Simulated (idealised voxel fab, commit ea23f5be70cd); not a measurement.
This section sets out a process module, namely voxel self aligned contacts.
For reference, the cross-section in this document is cut, with width 220 nm and square cells of 5 nm.
Format of a cross-section: grid, square cells. Given as bands. Order: top down. Band: one or more rows of cells.
In this notation a band is specified by the heights of its top and bottom, in that order and in nm, after which its materials appear from left to right, each paired with its width in nm. The word "all across" attached to a single material means that material fills the band from edge to edge; the word "empty" stands for empty space.
Heights are expressed relative to 0, this being the level below which the as-received wafer comprises one material exclusively. The lowest band is unbounded in the downward direction and is denoted as in "top 0, no bottom".
A width such as "30 to 40" changes by the same amount from each row of cells to the next, from the band's top row to its bottom row.
No cell of the cross-section changed in a step that is given as "no alterations made".
Any empty space of 8 cells or more lacking an open way to the top shows up in "Fully enclosed voids" as width x height at distance, distance from the left edge, in nm.
It should be noted that, on the line of a given step, the content following the step's settings is a remark produced by the simulator itself with respect to that step.
What "overlay nm" on a step's line means: if the step has a mask, that mask lay this far to the right of its planned place, or, when the value is negative, to the left.
If you're wondering how to read the rest of this, here's the deal. It's pairs of cross-sections: one from before a process step, one from after it. The after one is only drawn as far down as the lowest band that changed. Right under each pair you'll see which step sits between them and what its settings were. Don't read the pairs as one continuous story, though. They can come from different runs of this module on the same starting wafer, and a pair only carries on from the one above it where its entry headed "Ahead of processing" says so.

Ahead of processing
* top 0, no bottom: Si all across
* Fully enclosed voids: none

Section, Post-Step
* top 5, bottom 0: SiO2 all across
* Nothing below the height 0 has changed.
* Fully enclosed voids: none
Upper to lower cross-section via op CONFORMAL_DEP | material SiO2 | thk nm 5

Ahead of processing: The cross-section prior to this step is the one presented after the step of the pair immediately above.

Section, Post-Step
* top 25, bottom 5: polySi all across
* Nothing below the height 5 has changed.
* Fully enclosed voids: none
Upper to lower cross-section via op DIRECTIONAL_DEP | material polySi | thk nm 20

Ahead of processing: The cross-section prior to this step is the one presented after the step of the pair immediately above.

Section, Post-Step
* top 40, bottom 25: SiN all across
* Nothing below the height 25 has changed.
* Fully enclosed voids: none
Upper to lower cross-section via op DIRECTIONAL_DEP | material SiN | thk nm 15

Ahead of processing: The cross-section prior to this step is the one presented after the step of the pair immediately above.

Section, Post-Step
* top 55, bottom 40: aC all across
* Nothing below the height 40 has changed.
* Fully enclosed voids: none
Upper to lower cross-section via op DIRECTIONAL_DEP | material aC | thk nm 15

Ahead of processing: The cross-section prior to this step is the one presented after the step of the pair immediately above.

Section, Post-Step
* top 90, bottom 55: empty 60 nm  resist 30 nm  empty 35 nm  resist 30 nm  empty 65 nm
* Nothing below the height 55 has changed.
* Fully enclosed voids: none
Upper to lower cross-section via op PATTERN | tone cover | mask id GATE | material resist | width nm 30 | pitch nm 65 | thk nm 35 | overlay nm 0

Ahead of processing: The cross-section prior to this step is the one presented after the step of the pair immediately above.

Section, Post-Step
* top 75, bottom 55: empty 60 nm  resist 30 nm  empty 35 nm  resist 30 nm  empty 65 nm
* top 55, bottom 40: empty 60 nm  aC 30 nm  empty 35 nm  aC 30 nm  empty 65 nm
* Nothing below the height 40 has changed.
* Fully enclosed voids: none
Upper to lower cross-section via op DIRECTIONAL_ETCH | etch materials aC | depth nm 15

Ahead of processing: The cross-section prior to this step is the one presented after the step of the pair immediately above.

Section, Post-Step
* top 55, bottom 40: empty 60 nm  aC 30 nm  empty 35 nm  aC 30 nm  empty 65 nm
* Nothing below the height 40 has changed.
* Fully enclosed voids: none
Upper to lower cross-section via op STRIP | etch materials resist

Ahead of processing: The cross-section prior to this step is the one presented after the step of the pair immediately above.

Section, Post-Step
* top 55, bottom 40: empty 60 nm  aC 30 nm  empty 35 nm  aC 30 nm  empty 65 nm
* top 40, bottom 25: empty 60 nm  SiN 30 nm  empty 35 nm  SiN 30 nm  empty 65 nm
* Nothing below the height 25 has changed.
* Fully enclosed voids: none
Upper to lower cross-section via op DIRECTIONAL_ETCH | etch materials SiN | depth nm 15

Ahead of processing: The cross-section prior to this step is the one presented after the step of the pair immediately above.

Section, Post-Step
* top 55, bottom 40: empty 60 nm  aC 30 nm  empty 35 nm  aC 30 nm  empty 65 nm
* top 40, bottom 25: empty 60 nm  SiN 30 nm  empty 35 nm  SiN 30 nm  empty 65 nm
* top 25, bottom 5: empty 60 nm  polySi 30 nm  empty 35 nm  polySi 30 nm  empty 65 nm
* Nothing below the height 5 has changed.
* Fully enclosed voids: none
Upper to lower cross-section via op DIRECTIONAL_ETCH | etch materials polySi | depth nm 20

Ahead of processing: The cross-section prior to this step is the one presented after the step of the pair immediately above.

Section, Post-Step
* top 40, bottom 25: empty 60 nm  SiN 30 nm  empty 35 nm  SiN 30 nm  empty 65 nm
* Nothing below the height 25 has changed.
* Fully enclosed voids: none
Upper to lower cross-section via op STRIP | etch materials aC

Ahead of processing: The cross-section prior to this step is the one presented after the step of the pair immediately above.

Section, Post-Step
* top 45, bottom 25: empty 55 nm  SiN 40 nm  empty 25 nm  SiN 40 nm  empty 60 nm
* top 25, bottom 10: empty 55 nm  SiN 5 nm  polySi 30 nm  SiN 5 nm  empty 25 nm  SiN 5 nm  polySi 30 nm  SiN 5 nm  empty 60 nm
* top 10, bottom 5: SiN 60 nm  polySi 30 nm  SiN 35 nm  polySi 30 nm  SiN 65 nm
* Nothing below the height 5 has changed.
* Fully enclosed voids: none
Upper to lower cross-section via op CONFORMAL_DEP | material SiN | thk nm 5

Ahead of processing: The cross-section prior to this step is the one presented after the step of the pair immediately above.

Section, Post-Step
* top 40, bottom 25: empty 55 nm  SiN 40 nm  empty 25 nm  SiN 40 nm  empty 60 nm
* top 25, bottom 5: empty 55 nm  SiN 5 nm  polySi 30 nm  SiN 5 nm  empty 25 nm  SiN 5 nm  polySi 30 nm  SiN 5 nm  empty 60 nm
* Nothing below the height 5 has changed.
* Fully enclosed voids: none
Upper to lower cross-section via op DIRECTIONAL_ETCH | etch materials SiN | depth nm 5

Ahead of processing: The cross-section prior to this step is the one presented after the step of the pair immediately above.

Section, Post-Step
* top 55, bottom 40: SiO2 all across
* top 40, bottom 25: SiO2 55 nm  SiN 40 nm  SiO2 25 nm  SiN 40 nm  SiO2 60 nm
* top 25, bottom 5: SiO2 55 nm  SiN 5 nm  polySi 30 nm  SiN 5 nm  SiO2 25 nm  SiN 5 nm  polySi 30 nm  SiN 5 nm  SiO2 60 nm
* Nothing below the height 5 has changed.
* Fully enclosed voids: none
Upper to lower cross-section via op FILL_DEP | material SiO2 | thk nm 15

Ahead of processing: The cross-section prior to this step is the one presented after the step of the pair immediately above.

Section, Post-Step
* top 45, bottom 40: SiO2 all across
* Nothing below the height 40 has changed.
* Fully enclosed voids: none
Upper to lower cross-section via op CMP | height nm 45

Ahead of processing: The cross-section prior to this step is the one presented after the step of the pair immediately above.

Section, Post-Step
* top 45, bottom 40: SiO2 85 nm  empty 45 nm  SiO2 90 nm
* top 40, bottom 25: SiO2 55 nm  SiN 40 nm  empty 25 nm  SiN 40 nm  SiO2 60 nm
* top 25, bottom 5: SiO2 55 nm  SiN 5 nm  polySi 30 nm  SiN 5 nm  empty 25 nm  SiN 5 nm  polySi 30 nm  SiN 5 nm  SiO2 60 nm
* top 5, bottom 0: SiO2 95 nm  empty 25 nm  SiO2 100 nm
* Nothing below the height 0 has changed.
* Fully enclosed voids: none
Upper to lower cross-section via op MASKED_ETCH | tone open | mask id CONTACT | width nm 45 | etch materials SiO2 | depth nm 45 | overlay nm 0

Ahead of processing: The cross-section prior to this step is the one presented after the step of the pair immediately above.

Section, Post-Step
* top 50, bottom 45: TiN 90 nm  empty 35 nm  TiN 95 nm
* top 45, bottom 40: SiO2 85 nm  TiN 15 nm  empty 15 nm  TiN 15 nm  SiO2 90 nm
* top 40, bottom 25: SiO2 55 nm  SiN 40 nm  TiN 5 nm  empty 15 nm  TiN 5 nm  SiN 40 nm  SiO2 60 nm
* top 25, bottom 5: SiO2 55 nm  SiN 5 nm  polySi 30 nm  SiN 5 nm  TiN 5 nm  empty 15 nm  TiN 5 nm  SiN 5 nm  polySi 30 nm  SiN 5 nm  SiO2 60 nm
* top 5, bottom 0: SiO2 95 nm  TiN 25 nm  SiO2 100 nm
* Nothing below the height 0 has changed.
* Fully enclosed voids: none
Upper to lower cross-section via op CONFORMAL_DEP | material TiN | thk nm 5

Ahead of processing: The cross-section prior to this step is the one presented after the step of the pair immediately above.

Section, Post-Step
* top 60, bottom 50: Ru all across
* top 50, bottom 45: TiN 90 nm  Ru 35 nm  TiN 95 nm
* top 45, bottom 40: SiO2 85 nm  TiN 15 nm  Ru 15 nm  TiN 15 nm  SiO2 90 nm
* top 40, bottom 25: SiO2 55 nm  SiN 40 nm  TiN 5 nm  Ru 15 nm  TiN 5 nm  SiN 40 nm  SiO2 60 nm
* top 25, bottom 5: SiO2 55 nm  SiN 5 nm  polySi 30 nm  SiN 5 nm  TiN 5 nm  Ru 15 nm  TiN 5 nm  SiN 5 nm  polySi 30 nm  SiN 5 nm  SiO2 60 nm
* Nothing below the height 5 has changed.
* Fully enclosed voids: none
Upper to lower cross-section via op FILL_DEP | material Ru | thk nm 10

Ahead of processing: The cross-section prior to this step is the one presented after the step of the pair immediately above.

Section, Post-Step
* top 45, bottom 40: SiO2 85 nm  TiN 15 nm  Ru 15 nm  TiN 15 nm  SiO2 90 nm
* Nothing below the height 40 has changed.
* Fully enclosed voids: none
Upper to lower cross-section via op CMP | height nm 45

Ahead of processing: The cross-section prior to this step is the one presented after the step of the pair immediately above.

Section, Post-Step
* top 50, bottom 45: SiCN all across
* Nothing below the height 45 has changed.
* Fully enclosed voids: none
Upper to lower cross-section via op CONFORMAL_DEP | material SiCN | thk nm 5

Ahead of processing
* top 40, bottom 25: empty 60 nm  SiN 30 nm  empty 35 nm  SiN 30 nm  empty 65 nm
* top 25, bottom 5: empty 60 nm  polySi 30 nm  empty 35 nm  polySi 30 nm  empty 65 nm
* top 5, bottom 0: SiO2 all across
* top 0, no bottom: Si all across
* Fully enclosed voids: none

Section, Post-Step
* top 35, bottom 25: empty 60 nm  SiN 30 nm  empty 35 nm  SiN 30 nm  empty 65 nm
* Nothing below the height 25 has changed.
* Fully enclosed voids: none
Upper to lower cross-section via op DIRECTIONAL_ETCH | etch materials SiN | depth nm 5

Ahead of processing: The cross-section prior to this step is the one presented after the step of the pair immediately above.

Section, Post-Step
* top 50, bottom 35: SiO2 all across
* top 35, bottom 25: SiO2 60 nm  SiN 30 nm  SiO2 35 nm  SiN 30 nm  SiO2 65 nm
* top 25, bottom 5: SiO2 60 nm  polySi 30 nm  SiO2 35 nm  polySi 30 nm  SiO2 65 nm
* Nothing below the height 5 has changed.
* Fully enclosed voids: none
Upper to lower cross-section via op FILL_DEP | material SiO2 | thk nm 15

Ahead of processing: The cross-section prior to this step is the one presented after the step of the pair immediately above.

Section, Post-Step
* top 45, bottom 35: SiO2 all across
* Nothing below the height 35 has changed.
* Fully enclosed voids: none
Upper to lower cross-section via op CMP | height nm 45

Ahead of processing: The cross-section prior to this step is the one presented after the step of the pair immediately above.

Section, Post-Step
* top 45, bottom 35: SiO2 85 nm  empty 45 nm  SiO2 90 nm
* top 35, bottom 25: SiO2 60 nm  SiN 30 nm  empty 35 nm  SiN 30 nm  SiO2 65 nm
* top 25, bottom 5: SiO2 60 nm  polySi 30 nm  empty 35 nm  polySi 30 nm  SiO2 65 nm
* top 5, bottom 0: SiO2 90 nm  empty 35 nm  SiO2 95 nm
* Nothing below the height 0 has changed.
* Fully enclosed voids: none
Upper to lower cross-section via op MASKED_ETCH | tone open | mask id CONTACT | width nm 45 | etch materials SiO2 | depth nm 45 | overlay nm 0

Ahead of processing: The cross-section prior to this step is the one presented after the step of the pair immediately above.

Section, Post-Step
* top 50, bottom 45: TiN 90 nm  empty 35 nm  TiN 95 nm
* top 45, bottom 35: SiO2 85 nm  TiN 5 to 10 nm  empty 35 to 25 nm  TiN 5 to 10 nm  SiO2 90 nm
* top 35, bottom 25: SiO2 60 nm  SiN 30 nm  TiN 5 nm  empty 25 nm  TiN 5 nm  SiN 30 nm  SiO2 65 nm
* top 25, bottom 5: SiO2 60 nm  polySi 30 nm  TiN 5 nm  empty 25 nm  TiN 5 nm  polySi 30 nm  SiO2 65 nm
* top 5, bottom 0: SiO2 90 nm  TiN 35 nm  SiO2 95 nm
* Nothing below the height 0 has changed.
* Fully enclosed voids: none
Upper to lower cross-section via op CONFORMAL_DEP | material TiN | thk nm 5

Ahead of processing: The cross-section prior to this step is the one presented after the step of the pair immediately above.

Section, Post-Step
* top 60, bottom 50: Ru all across
* top 50, bottom 45: TiN 90 nm  Ru 35 nm  TiN 95 nm
* top 45, bottom 35: SiO2 85 nm  TiN 5 to 10 nm  Ru 35 to 25 nm  TiN 5 to 10 nm  SiO2 90 nm
* top 35, bottom 25: SiO2 60 nm  SiN 30 nm  TiN 5 nm  Ru 25 nm  TiN 5 nm  SiN 30 nm  SiO2 65 nm
* top 25, bottom 5: SiO2 60 nm  polySi 30 nm  TiN 5 nm  Ru 25 nm  TiN 5 nm  polySi 30 nm  SiO2 65 nm
* Nothing below the height 5 has changed.
* Fully enclosed voids: none
Upper to lower cross-section via op FILL_DEP | material Ru | thk nm 10

Ahead of processing: The cross-section prior to this step is the one presented after the step of the pair immediately above.

Section, Post-Step
* top 45, bottom 35: SiO2 85 nm  TiN 5 to 10 nm  Ru 35 to 25 nm  TiN 5 to 10 nm  SiO2 90 nm
* Nothing below the height 35 has changed.
* Fully enclosed voids: none
Upper to lower cross-section via op CMP | height nm 45

Ahead of processing: The cross-section prior to this step is the one presented after the step of the pair immediately above.

Section, Post-Step
* top 50, bottom 45: SiCN all across
* Nothing below the height 45 has changed.
* Fully enclosed voids: none
Upper to lower cross-section via op CONFORMAL_DEP | material SiCN | thk nm 5

Ahead of processing
* top 25, bottom 5: polySi all across
* top 5, bottom 0: SiO2 all across
* top 0, no bottom: Si all across
* Fully enclosed voids: none

Section, Post-Step
* top 45, bottom 5: polySi all across
* Nothing below the height 5 has changed.
* Fully enclosed voids: none
Upper to lower cross-section via op DIRECTIONAL_DEP | material polySi | thk nm 20

Ahead of processing: The cross-section prior to this step is the one presented after the step of the pair immediately above.

Section, Post-Step
* top 60, bottom 45: SiN all across
* Nothing below the height 45 has changed.
* Fully enclosed voids: none
Upper to lower cross-section via op DIRECTIONAL_DEP | material SiN | thk nm 15

Ahead of processing: The cross-section prior to this step is the one presented after the step of the pair immediately above.

Section, Post-Step
* top 75, bottom 60: aC all across
* Nothing below the height 60 has changed.
* Fully enclosed voids: none
Upper to lower cross-section via op DIRECTIONAL_DEP | material aC | thk nm 15

Ahead of processing: The cross-section prior to this step is the one presented after the step of the pair immediately above.

Section, Post-Step
* top 110, bottom 75: empty 60 nm  resist 30 nm  empty 35 nm  resist 30 nm  empty 65 nm
* Nothing below the height 75 has changed.
* Fully enclosed voids: none
Upper to lower cross-section via op PATTERN | tone cover | mask id GATE | material resist | width nm 30 | pitch nm 65 | thk nm 35 | overlay nm 0

Ahead of processing: The cross-section prior to this step is the one presented after the step of the pair immediately above.

Section, Post-Step
* top 95, bottom 75: empty 60 nm  resist 30 nm  empty 35 nm  resist 30 nm  empty 65 nm
* top 75, bottom 60: empty 60 nm  aC 30 nm  empty 35 nm  aC 30 nm  empty 65 nm
* Nothing below the height 60 has changed.
* Fully enclosed voids: none
Upper to lower cross-section via op DIRECTIONAL_ETCH | etch materials aC | depth nm 15

Ahead of processing: The cross-section prior to this step is the one presented after the step of the pair immediately above.

Section, Post-Step
* top 75, bottom 60: empty 60 nm  aC 30 nm  empty 35 nm  aC 30 nm  empty 65 nm
* Nothing below the height 60 has changed.
* Fully enclosed voids: none
Upper to lower cross-section via op STRIP | etch materials resist

Ahead of processing: The cross-section prior to this step is the one presented after the step of the pair immediately above.

Section, Post-Step
* top 75, bottom 60: empty 60 nm  aC 30 nm  empty 35 nm  aC 30 nm  empty 65 nm
* top 60, bottom 45: empty 60 nm  SiN 30 nm  empty 35 nm  SiN 30 nm  empty 65 nm
* Nothing below the height 45 has changed.
* Fully enclosed voids: none
Upper to lower cross-section via op DIRECTIONAL_ETCH | etch materials SiN | depth nm 15

Ahead of processing: The cross-section prior to this step is the one presented after the step of the pair immediately above.

Section, Post-Step
* top 75, bottom 60: empty 60 nm  aC 30 nm  empty 35 nm  aC 30 nm  empty 65 nm
* top 60, bottom 45: empty 60 nm  SiN 30 nm  empty 35 nm  SiN 30 nm  empty 65 nm
* top 45, bottom 25: empty 60 nm  polySi 30 nm  empty 35 nm  polySi 30 nm  empty 65 nm
* Nothing below the height 25 has changed.
* Fully enclosed voids: none
Upper to lower cross-section via op DIRECTIONAL_ETCH | etch materials polySi | depth nm 20

Ahead of processing: The cross-section prior to this step is the one presented after the step of the pair immediately above.

Section, Post-Step
* top 60, bottom 45: empty 60 nm  SiN 30 nm  empty 35 nm  SiN 30 nm  empty 65 nm
* Nothing below the height 45 has changed.
* Fully enclosed voids: none
Upper to lower cross-section via op STRIP | etch materials aC

Ahead of processing: The cross-section prior to this step is the one presented after the step of the pair immediately above.

Section, Post-Step
* top 65, bottom 45: empty 55 nm  SiN 40 nm  empty 25 nm  SiN 40 nm  empty 60 nm
* top 45, bottom 30: empty 55 nm  SiN 5 nm  polySi 30 nm  SiN 5 nm  empty 25 nm  SiN 5 nm  polySi 30 nm  SiN 5 nm  empty 60 nm
* top 30, bottom 25: SiN 60 nm  polySi 30 nm  SiN 35 nm  polySi 30 nm  SiN 65 nm
* Nothing below the height 25 has changed.
* Fully enclosed voids: none
Upper to lower cross-section via op CONFORMAL_DEP | material SiN | thk nm 5

Ahead of processing: The cross-section prior to this step is the one presented after the step of the pair immediately above.

Section, Post-Step
* top 60, bottom 45: empty 55 nm  SiN 40 nm  empty 25 nm  SiN 40 nm  empty 60 nm
* top 45, bottom 25: empty 55 nm  SiN 5 nm  polySi 30 nm  SiN 5 nm  empty 25 nm  SiN 5 nm  polySi 30 nm  SiN 5 nm  empty 60 nm
* Nothing below the height 25 has changed.
* Fully enclosed voids: none
Upper to lower cross-section via op DIRECTIONAL_ETCH | etch materials SiN | depth nm 5

Ahead of processing: The cross-section prior to this step is the one presented after the step of the pair immediately above.

Section, Post-Step
* top 75, bottom 60: SiO2 all across
* top 60, bottom 45: SiO2 55 nm  SiN 40 nm  SiO2 25 nm  SiN 40 nm  SiO2 60 nm
* top 45, bottom 25: SiO2 55 nm  SiN 5 nm  polySi 30 nm  SiN 5 nm  SiO2 25 nm  SiN 5 nm  polySi 30 nm  SiN 5 nm  SiO2 60 nm
* Nothing below the height 25 has changed.
* Fully enclosed voids: none
Upper to lower cross-section via op FILL_DEP | material SiO2 | thk nm 15

Ahead of processing: The cross-section prior to this step is the one presented after the step of the pair immediately above.

Section, Post-Step
* top 45, bottom 25: SiO2 55 nm  SiN 5 nm  polySi 30 nm  SiN 5 nm  SiO2 25 nm  SiN 5 nm  polySi 30 nm  SiN 5 nm  SiO2 60 nm
* Nothing below the height 25 has changed.
* Fully enclosed voids: none
Upper to lower cross-section via op CMP | height nm 45

Ahead of processing: The cross-section prior to this step is the one presented after the step of the pair immediately above.

Section, Post-Step
* top 45, bottom 25: SiO2 55 nm  SiN 5 nm  polySi 30 nm  SiN 5 nm  empty 25 nm  SiN 5 nm  polySi 30 nm  SiN 5 nm  SiO2 60 nm
* Nothing below the height 25 has changed.
* Fully enclosed voids: none
Upper to lower cross-section via op MASKED_ETCH | tone open | mask id CONTACT | width nm 45 | etch materials SiO2 | depth nm 45 | overlay nm 0

Ahead of processing: The cross-section prior to this step is the one presented after the step of the pair immediately above.

Section, Post-Step
* top 50, bottom 45: TiN 100 nm  empty 15 nm  TiN 105 nm
* top 45, bottom 30: SiO2 55 nm  SiN 5 nm  polySi 30 nm  SiN 5 nm  TiN 5 nm  empty 15 nm  TiN 5 nm  SiN 5 nm  polySi 30 nm  SiN 5 nm  SiO2 60 nm
* top 30, bottom 25: SiO2 55 nm  SiN 5 nm  polySi 30 nm  SiN 5 nm  TiN 25 nm  SiN 5 nm  polySi 30 nm  SiN 5 nm  SiO2 60 nm
* Nothing below the height 25 has changed.
* Fully enclosed voids: none
Upper to lower cross-section via op CONFORMAL_DEP | material TiN | thk nm 5

Ahead of processing: The cross-section prior to this step is the one presented after the step of the pair immediately above.

Section, Post-Step
* top 60, bottom 50: Ru all across
* top 50, bottom 45: TiN 100 nm  Ru 15 nm  TiN 105 nm
* top 45, bottom 30: SiO2 55 nm  SiN 5 nm  polySi 30 nm  SiN 5 nm  TiN 5 nm  Ru 15 nm  TiN 5 nm  SiN 5 nm  polySi 30 nm  SiN 5 nm  SiO2 60 nm
* Nothing below the height 30 has changed.
* Fully enclosed voids: none
Upper to lower cross-section via op FILL_DEP | material Ru | thk nm 10

Ahead of processing: The cross-section prior to this step is the one presented after the step of the pair immediately above.

Section, Post-Step
* top 45, bottom 30: SiO2 55 nm  SiN 5 nm  polySi 30 nm  SiN 5 nm  TiN 5 nm  Ru 15 nm  TiN 5 nm  SiN 5 nm  polySi 30 nm  SiN 5 nm  SiO2 60 nm
* Nothing below the height 30 has changed.
* Fully enclosed voids: none
Upper to lower cross-section via op CMP | height nm 45

Ahead of processing: The cross-section prior to this step is the one presented after the step of the pair immediately above.

Section, Post-Step
* top 50, bottom 45: SiCN all across
* Nothing below the height 45 has changed.
* Fully enclosed voids: none
Upper to lower cross-section via op CONFORMAL_DEP | material SiCN | thk nm 5

Ahead of processing
* top 35, bottom 25: empty 60 nm  SiN 30 nm  empty 35 nm  SiN 30 nm  empty 65 nm
* top 25, bottom 5: empty 60 nm  polySi 30 nm  empty 35 nm  polySi 30 nm  empty 65 nm
* top 5, bottom 0: SiO2 all across
* top 0, no bottom: Si all across
* Fully enclosed voids: none

Section, Post-Step
* top 40, bottom 25: empty 55 nm  SiN 40 nm  empty 25 nm  SiN 40 nm  empty 60 nm
* top 25, bottom 10: empty 55 nm  SiN 5 nm  polySi 30 nm  SiN 5 nm  empty 25 nm  SiN 5 nm  polySi 30 nm  SiN 5 nm  empty 60 nm
* top 10, bottom 5: SiN 60 nm  polySi 30 nm  SiN 35 nm  polySi 30 nm  SiN 65 nm
* Nothing below the height 5 has changed.
* Fully enclosed voids: none
Upper to lower cross-section via op CONFORMAL_DEP | material SiN | thk nm 5

Ahead of processing: The cross-section prior to this step is the one presented after the step of the pair immediately above.

Section, Post-Step
* top 55, bottom 40: SiO2 all across
* top 40, bottom 25: SiO2 55 nm  SiN 40 nm  SiO2 25 nm  SiN 40 nm  SiO2 60 nm
* top 25, bottom 10: SiO2 55 nm  SiN 5 nm  polySi 30 nm  SiN 5 nm  SiO2 25 nm  SiN 5 nm  polySi 30 nm  SiN 5 nm  SiO2 60 nm
* Nothing below the height 10 has changed.
* Fully enclosed voids: none
Upper to lower cross-section via op FILL_DEP | material SiO2 | thk nm 15

Ahead of processing: The cross-section prior to this step is the one presented after the step of the pair immediately above.

Section, Post-Step
* top 45, bottom 40: SiO2 all across
* Nothing below the height 40 has changed.
* Fully enclosed voids: none
Upper to lower cross-section via op CMP | height nm 45

Ahead of processing: The cross-section prior to this step is the one presented after the step of the pair immediately above.

Section, Post-Step
* top 45, bottom 40: SiO2 85 nm  empty 45 nm  SiO2 90 nm
* top 40, bottom 25: SiO2 55 nm  SiN 40 nm  empty 25 nm  SiN 40 nm  SiO2 60 nm
* top 25, bottom 10: SiO2 55 nm  SiN 5 nm  polySi 30 nm  SiN 5 nm  empty 25 nm  SiN 5 nm  polySi 30 nm  SiN 5 nm  SiO2 60 nm
* Nothing below the height 10 has changed.
* Fully enclosed voids: none
Upper to lower cross-section via op MASKED_ETCH | tone open | mask id CONTACT | width nm 45 | etch materials SiO2 | depth nm 45 | overlay nm 0

Ahead of processing: The cross-section prior to this step is the one presented after the step of the pair immediately above.

Section, Post-Step
* top 50, bottom 45: TiN 90 nm  empty 35 nm  TiN 95 nm
* top 45, bottom 40: SiO2 85 nm  TiN 15 nm  empty 15 nm  TiN 15 nm  SiO2 90 nm
* top 40, bottom 25: SiO2 55 nm  SiN 40 nm  TiN 5 nm  empty 15 nm  TiN 5 nm  SiN 40 nm  SiO2 60 nm
* top 25, bottom 15: SiO2 55 nm  SiN 5 nm  polySi 30 nm  SiN 5 nm  TiN 5 nm  empty 15 nm  TiN 5 nm  SiN 5 nm  polySi 30 nm  SiN 5 nm  SiO2 60 nm
* top 15, bottom 10: SiO2 55 nm  SiN 5 nm  polySi 30 nm  SiN 5 nm  TiN 25 nm  SiN 5 nm  polySi 30 nm  SiN 5 nm  SiO2 60 nm
* Nothing below the height 10 has changed.
* Fully enclosed voids: none
Upper to lower cross-section via op CONFORMAL_DEP | material TiN | thk nm 5

Ahead of processing: The cross-section prior to this step is the one presented after the step of the pair immediately above.

Section, Post-Step
* top 60, bottom 50: Ru all across
* top 50, bottom 45: TiN 90 nm  Ru 35 nm  TiN 95 nm
* top 45, bottom 40: SiO2 85 nm  TiN 15 nm  Ru 15 nm  TiN 15 nm  SiO2 90 nm
* top 40, bottom 25: SiO2 55 nm  SiN 40 nm  TiN 5 nm  Ru 15 nm  TiN 5 nm  SiN 40 nm  SiO2 60 nm
* top 25, bottom 15: SiO2 55 nm  SiN 5 nm  polySi 30 nm  SiN 5 nm  TiN 5 nm  Ru 15 nm  TiN 5 nm  SiN 5 nm  polySi 30 nm  SiN 5 nm  SiO2 60 nm
* Nothing below the height 15 has changed.
* Fully enclosed voids: none
Upper to lower cross-section via op FILL_DEP | material Ru | thk nm 10

Ahead of processing: The cross-section prior to this step is the one presented after the step of the pair immediately above.

Section, Post-Step
* top 45, bottom 40: SiO2 85 nm  TiN 15 nm  Ru 15 nm  TiN 15 nm  SiO2 90 nm
* Nothing below the height 40 has changed.
* Fully enclosed voids: none
Upper to lower cross-section via op CMP | height nm 45

Ahead of processing: The cross-section prior to this step is the one presented after the step of the pair immediately above.

Section, Post-Step
* top 50, bottom 45: SiCN all across
* Nothing below the height 45 has changed.
* Fully enclosed voids: none
Upper to lower cross-section via op CONFORMAL_DEP | material SiCN | thk nm 5

Ahead of processing
* top 55, bottom 40: SiO2 all across
* top 40, bottom 25: SiO2 55 nm  SiN 40 nm  SiO2 25 nm  SiN 40 nm  SiO2 60 nm
* top 25, bottom 5: SiO2 55 nm  SiN 5 nm  polySi 30 nm  SiN 5 nm  SiO2 25 nm  SiN 5 nm  polySi 30 nm  SiN 5 nm  SiO2 60 nm
* top 5, bottom 0: SiO2 all across
* top 0, no bottom: Si all across
* Fully enclosed voids: none

Section, Post-Step
* top 35, bottom 25: SiO2 55 nm  SiN 40 nm  SiO2 25 nm  SiN 40 nm  SiO2 60 nm
* Nothing below the height 25 has changed.
* Fully enclosed voids: none
Upper to lower cross-section via op CMP | height nm 35

Ahead of processing: The cross-section prior to this step is the one presented after the step of the pair immediately above.

Section, Post-Step
* top 35, bottom 25: SiO2 55 nm  SiN 40 nm  empty 25 nm  SiN 40 nm  SiO2 60 nm
* top 25, bottom 5: SiO2 55 nm  SiN 5 nm  polySi 30 nm  SiN 5 nm  empty 25 nm  SiN 5 nm  polySi 30 nm  SiN 5 nm  SiO2 60 nm
* top 5, bottom 0: SiO2 95 nm  empty 25 nm  SiO2 100 nm
* Nothing below the height 0 has changed.
* Fully enclosed voids: none
Upper to lower cross-section via op MASKED_ETCH | tone open | mask id CONTACT | width nm 45 | etch materials SiO2 | depth nm 45 | overlay nm 0

Ahead of processing: The cross-section prior to this step is the one presented after the step of the pair immediately above.

Section, Post-Step
* top 40, bottom 35: TiN 100 nm  empty 15 nm  TiN 105 nm
* top 35, bottom 25: SiO2 55 nm  SiN 40 nm  TiN 5 nm  empty 15 nm  TiN 5 nm  SiN 40 nm  SiO2 60 nm
* top 25, bottom 5: SiO2 55 nm  SiN 5 nm  polySi 30 nm  SiN 5 nm  TiN 5 nm  empty 15 nm  TiN 5 nm  SiN 5 nm  polySi 30 nm  SiN 5 nm  SiO2 60 nm
* top 5, bottom 0: SiO2 95 nm  TiN 25 nm  SiO2 100 nm
* Nothing below the height 0 has changed.
* Fully enclosed voids: none
Upper to lower cross-section via op CONFORMAL_DEP | material TiN | thk nm 5

Ahead of processing: The cross-section prior to this step is the one presented after the step of the pair immediately above.

Section, Post-Step
* top 50, bottom 40: Ru all across
* top 40, bottom 35: TiN 100 nm  Ru 15 nm  TiN 105 nm
* top 35, bottom 25: SiO2 55 nm  SiN 40 nm  TiN 5 nm  Ru 15 nm  TiN 5 nm  SiN 40 nm  SiO2 60 nm
* top 25, bottom 5: SiO2 55 nm  SiN 5 nm  polySi 30 nm  SiN 5 nm  TiN 5 nm  Ru 15 nm  TiN 5 nm  SiN 5 nm  polySi 30 nm  SiN 5 nm  SiO2 60 nm
* Nothing below the height 5 has changed.
* Fully enclosed voids: none
Upper to lower cross-section via op FILL_DEP | material Ru | thk nm 10

Ahead of processing: The cross-section prior to this step is the one presented after the step of the pair immediately above.

Section, Post-Step
* top 45, bottom 40: Ru all across
* Nothing below the height 40 has changed.
* Fully enclosed voids: none
Upper to lower cross-section via op CMP | height nm 45

Ahead of processing: The cross-section prior to this step is the one presented after the step of the pair immediately above.

Section, Post-Step
* top 50, bottom 45: SiCN all across
* Nothing below the height 45 has changed.
* Fully enclosed voids: none
Upper to lower cross-section via op CONFORMAL_DEP | material SiCN | thk nm 5

Ahead of processing
* top 55, bottom 40: aC all across
* top 40, bottom 25: SiN all across
* top 25, bottom 5: polySi all across
* top 5, bottom 0: SiO2 all across
* top 0, no bottom: Si all across
* Fully enclosed voids: none

Section, Post-Step
* top 90, bottom 55: empty 60 nm  resist 35 nm  empty 30 nm  resist 35 nm  empty 60 nm
* Nothing below the height 55 has changed.
* Fully enclosed voids: none
Upper to lower cross-section via op PATTERN | tone cover | mask id GATE | material resist | width nm 35 | pitch nm 65 | thk nm 35 | overlay nm 0

Ahead of processing: The cross-section prior to this step is the one presented after the step of the pair immediately above.

Section, Post-Step
* top 75, bottom 55: empty 60 nm  resist 35 nm  empty 30 nm  resist 35 nm  empty 60 nm
* top 55, bottom 40: empty 60 nm  aC 35 nm  empty 30 nm  aC 35 nm  empty 60 nm
* Nothing below the height 40 has changed.
* Fully enclosed voids: none
Upper to lower cross-section via op DIRECTIONAL_ETCH | etch materials aC | depth nm 15
